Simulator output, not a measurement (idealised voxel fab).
The process module presented herein is designated voxel ribs on slabs.
The width of the displayed cross-section, cut, is 245 nm; its cells are square, with a size of 5 nm.
Think of the cross-section as a grid of square cells. We describe it in bands, top to bottom, and each band covers one or more rows of those cells.
Look at the band entry: it leads with the top's height and the bottom's height in nm. Then it lists the materials left to right, with a width in nm for each. The word "all across" on a single material says that material fills the band edge to edge. The word "empty" is empty space.
The reference from which all heights are counted is 0, the level beneath which the as-received wafer is entirely one material; the lowest band, having no lower bound, proceeds downward and is written after the example "from 0 down".
Width: "30..40" (first number = top row, second number = bottom row, same change from row to row of cells).
For the purposes of this document, the phrase "no change occurred" attached to a step denotes that no cell within the cross-section was modified by that step.
"Fully closed voids": sealed empty spaces, 8 cells or more, no open way to top, listed width x height at distance, with distance from the left edge and width, height and distance in nm.
On each step's line, the part that comes after the settings is the simulator's own comment on the step.
The optional step-line setting "overlay nm" applies to steps with a mask and quantifies how far to the right of its planned location the mask lay, a negative value indicating leftward placement.
-- The steps planned for the process are as follows
1. RECEIVE, material Si
2. DIRECTIONAL_DEP, material SiO2, thk nm 20
3. DIRECTIONAL_DEP, material SiN, thk nm 20
4. MASKED_ETCH, tone cover, mask id RIB, width nm 15, etch materials SiN, depth nm 10, overlay nm 0
5. MASKED_ETCH, tone cover, mask id SLAB, width nm 45, etch materials SiN, depth nm 10, overlay nm 0
6. FILL_DEP, material SiO2, thk nm 25
7. CMP, height nm 55
8. DIRECTIONAL_DEP, material W, thk nm 10
9. DIRECTIONAL_DEP, material aC, thk nm 15
10. PATTERN, tone cover, mask id HEATER, material resist, width nm 25, thk nm 30, overlay nm 0
11. DIRECTIONAL_ETCH, etch materials aC, depth nm 15
12. STRIP, etch materials resist
13. DIRECTIONAL_ETCH, etch materials W, depth nm 10
14. STRIP, etch materials aC
15. CONFORMAL_DEP, material SiO2, thk nm 5
-- So, the first of our two wafers, run just as we planned it
-- as received, after step 1
  from 0 down  Si all across
  Fully closed voids: none
-- The wafer in cross-section once step 2 is complete
  from 20 to 0  SiO2 all across
  Under 0: no change, same as before.
-- The wafer in cross-section once step 3 is complete
  from 40 to 20  SiN all across
  Under 20: no change, same as before.
-- The wafer in cross-section once step 4 is complete
  from 40 to 30  empty 115 nm  SiN 15 nm  empty 115 nm
  Under 30: no change, same as before.
-- The wafer in cross-section once step 5 is complete
  from 40 to 30  empty 115 nm  SiN 15 nm  empty 115 nm
  from 30 to 20  empty 100 nm  SiN 45 nm  empty 100 nm
  Under 20: no change, same as before.
-- The wafer in cross-section once step 6 is complete
  from 65 to 40  SiO2 all across
  from 40 to 30  SiO2 115 nm  SiN 15 nm  SiO2 115 nm
  from 30 to 20  SiO2 100 nm  SiN 45 nm  SiO2 100 nm
  Under 20: no change, same as before.
-- The wafer in cross-section once step 7 is complete
  from 55 to 40  SiO2 all across
  Under 40: no change, same as before.
-- The wafer in cross-section once step 8 is complete
  from 65 to 55  W all across
  Under 55: no change, same as before.
-- The wafer in cross-section once step 9 is complete
  from 80 to 65  aC all across
  Under 65: no change, same as before.
-- The wafer in cross-section once step 10 is complete
  from 110 to 80  empty 110 nm  resist 25 nm  empty 110 nm
  Under 80: no change, same as before.
-- The wafer in cross-section once step 11 is complete
  from 95 to 80  empty 110 nm  resist 25 nm  empty 110 nm
  from 80 to 65  empty 110 nm  aC 25 nm  empty 110 nm
  Under 65: no change, same as before.
-- The wafer in cross-section once step 12 is complete
  from 80 to 65  empty 110 nm  aC 25 nm  empty 110 nm
  Under 65: no change, same as before.
-- The wafer in cross-section once step 13 is complete
  from 80 to 65  empty 110 nm  aC 25 nm  empty 110 nm
  from 65 to 55  empty 110 nm  W 25 nm  empty 110 nm
  Under 55: no change, same as before.
-- The wafer in cross-section once step 14 is complete
  from 65 to 55  empty 110 nm  W 25 nm  empty 110 nm
  Under 55: no change, same as before.
-- The wafer in cross-section once step 15 is complete
  from 70 to 65  empty 105 nm  SiO2 35 nm  empty 105 nm
  from 65 to 60  empty 105 nm  SiO2 5 nm  W 25 nm  SiO2 5 nm  empty 105 nm
  from 60 to 55  SiO2 110 nm  W 25 nm  SiO2 110 nm
  Under 55: no change, same as before.
-- Okay, second wafer. Nothing different at the start, nothing different in the plan, just one mistake somewhere in the running. As far as step 8, counting that step, it's the first wafer all over again
-- when step 9 should have ended
  from 80 to 65  SiO2 all across
  Under 65: no change, same as before.
-- when step 10 should have ended
  from 110 to 80  empty 110 nm  resist 25 nm  empty 110 nm
  Under 80: no change, same as before.
-- when step 11 should have ended
  from 95 to 80  empty 110 nm  resist 25 nm  empty 110 nm
  Under 80: no change, same as before.
-- when step 12 should have ended
  from 80 to 65  SiO2 all across
  Under 65: no change, same as before.
when step 13 should have ended: no change occurred
when step 14 should have ended: no change occurred
-- when step 15 should have ended
  from 85 to 65  SiO2 all across
  Under 65: no change, same as before.
Want to know what went wrong? note that step 9 departed from the planned setting and was carried out as DIRECTIONAL_DEP, material SiO2, thk nm 15
The closing comparison, in cells, has the second wafer with more or fewer of some materials than the first: 143 more of SiO2, 88 more of W
